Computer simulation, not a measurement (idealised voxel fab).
process module | voxel self aligned vias
cross-section cut | 285 nm wide | cells 5 nm
A cross-section is a grid of square cells, given in bands from the top down. A band is one or more rows of cells.
Each band's line starts with the height of the band's top and of its bottom, in nm. Then come its materials from left to right, each with its width in nm. One material with "throughout" fills the band from edge to edge. "air" is empty space.
Height 0 is the level under which the wafer as received is all one material. The lowest band goes on downwards, as in "0 down".
A width such as "30 to 40" changes by the same amount from each row of cells to the next, from the band's top row to its bottom row.
"no change" after a step means that no cell of the cross-section changed.
closed voids: empty space of 8 cells or more with no open way to the top, each as width x height at its distance from the left edge, in nm
after a step's settings: what the simulator itself notes on the step
overlay nm, on a step with a mask: how far to the right of its planned place the mask lay; to the left if negative
plan
1 op RECEIVE | material Si
2 op CONFORMAL_DEP | material SiO2 | thk nm 10
3 op CONFORMAL_DEP | material SiCN | thk nm 5
4 op DIRECTIONAL_DEP | material SiO2 | thk nm 25
5 op DIRECTIONAL_DEP | material aC | thk nm 10
6 op PATTERN | tone open | mask id LINES | material resist | width nm 30 | pitch nm 75 | thk nm 30 | overlay nm -15
7 op DIRECTIONAL_ETCH | etch materials aC | depth nm 10
8 op STRIP | etch materials resist
9 op DIRECTIONAL_ETCH | etch materials SiO2 | depth nm 25
10 op STRIP | etch materials aC
11 op CONFORMAL_DEP | material TiN | thk nm 5
12 op FILL_DEP | material Ru | thk nm 10
13 op CMP | height nm 40
14 op SELECTIVE_ETCH | etch materials W Ru TiN | depth nm 10
15 op FILL_DEP | material SiN | thk nm 10
16 op CMP | height nm 40
17 op DIRECTIONAL_DEP | material SiO2 | thk nm 15
18 op PATTERN | tone open | mask id VIAS | material resist | width nm 50 | thk nm 15 | overlay nm 0
19 op DIRECTIONAL_ETCH | etch materials SiO2 | depth nm 15
20 op DIRECTIONAL_ETCH | etch materials SiN | depth nm 10
21 op STRIP | etch materials resist
22 op CONFORMAL_DEP | material TiN | thk nm 5
23 op FILL_DEP | material Ru | thk nm 10
24 op CMP | height nm 55
25 op CONFORMAL_DEP | material SiCN | thk nm 5
varied across the wafers: overlay nm of step 6. The plan shows the first wafer's value. All wafers start alike
first wafer as received, after step 1
  0 down: Si throughout
  closed voids: none
first wafer at the end, after step 25
  60 to 55: SiCN throughout
  55 to 45: SiO2 80 | TiN 5 | Ru 40 | TiN 5 | SiO2 155
  45 to 40: SiO2 80 | TiN 5 | Ru 15 | TiN 30 | SiO2 155
  40 to 35: SiO2 75 | SiN 5 | TiN 5 | Ru 15 | TiN 5 | SiO2 45 | SiN 30 | SiO2 105
  35 to 30: SiO2 75 | SiN 5 | TiN 25 | SiO2 45 | SiN 30 | SiO2 105
  30 to 20: SiO2 75 | TiN 5 | Ru 20 | TiN 5 | SiO2 45 | TiN 5 | Ru 20 | TiN 5 | SiO2 105
  20 to 15: SiO2 75 | TiN 30 | SiO2 45 | TiN 30 | SiO2 105
  15 to 10: SiCN throughout
  10 to 0: SiO2 throughout
  0 down: Si throughout
  closed voids: none
last wafer at the end
  60 to 55: SiCN throughout
  55 to 45: SiO2 80 | TiN 5 | Ru 40 | TiN 5 | SiO2 155
  45 to 40: SiO2 80 | TiN 30 | Ru 15 | TiN 5 | SiO2 155
  40 to 35: SiO2 105 | TiN 5 | Ru 15 | TiN 5 | SiN 5 | SiO2 45 | SiN 30 | SiO2 75
  35 to 30: SiO2 105 | TiN 25 | SiN 5 | SiO2 45 | SiN 30 | SiO2 75
  30 to 20: SiO2 105 | TiN 5 | Ru 20 | TiN 5 | SiO2 45 | TiN 5 | Ru 20 | TiN 5 | SiO2 75
  20 to 15: SiO2 105 | TiN 30 | SiO2 45 | TiN 30 | SiO2 75
  15 to 10: SiCN throughout
  10 to 0: SiO2 throughout
  0 down: Si throughout
  closed voids: none
each wafer at the end: cells of each material gained (+) or lost (-) since it was received, then its closed voids
overlay nm -15 | +38 Ru | +114 SiCN | +14 SiN | +480 SiO2 | +38 TiN | closed voids: none
overlay nm -10 | +40 Ru | +114 SiCN | +12 SiN | +480 SiO2 | +38 TiN | closed voids: none
overlay nm -5 | +40 Ru | +114 SiCN | +12 SiN | +480 SiO2 | +38 TiN | closed voids: none
overlay nm 0 | +40 Ru | +114 SiCN | +12 SiN | +480 SiO2 | +38 TiN | closed voids: none
overlay nm 5 | +40 Ru | +114 SiCN | +12 SiN | +480 SiO2 | +38 TiN | closed voids: none
overlay nm 10 | +40 Ru | +114 SiCN | +12 SiN | +480 SiO2 | +38 TiN | closed voids: none
overlay nm 15 | +38 Ru | +114 SiCN | +14 SiN | +480 SiO2 | +38 TiN | closed voids: none
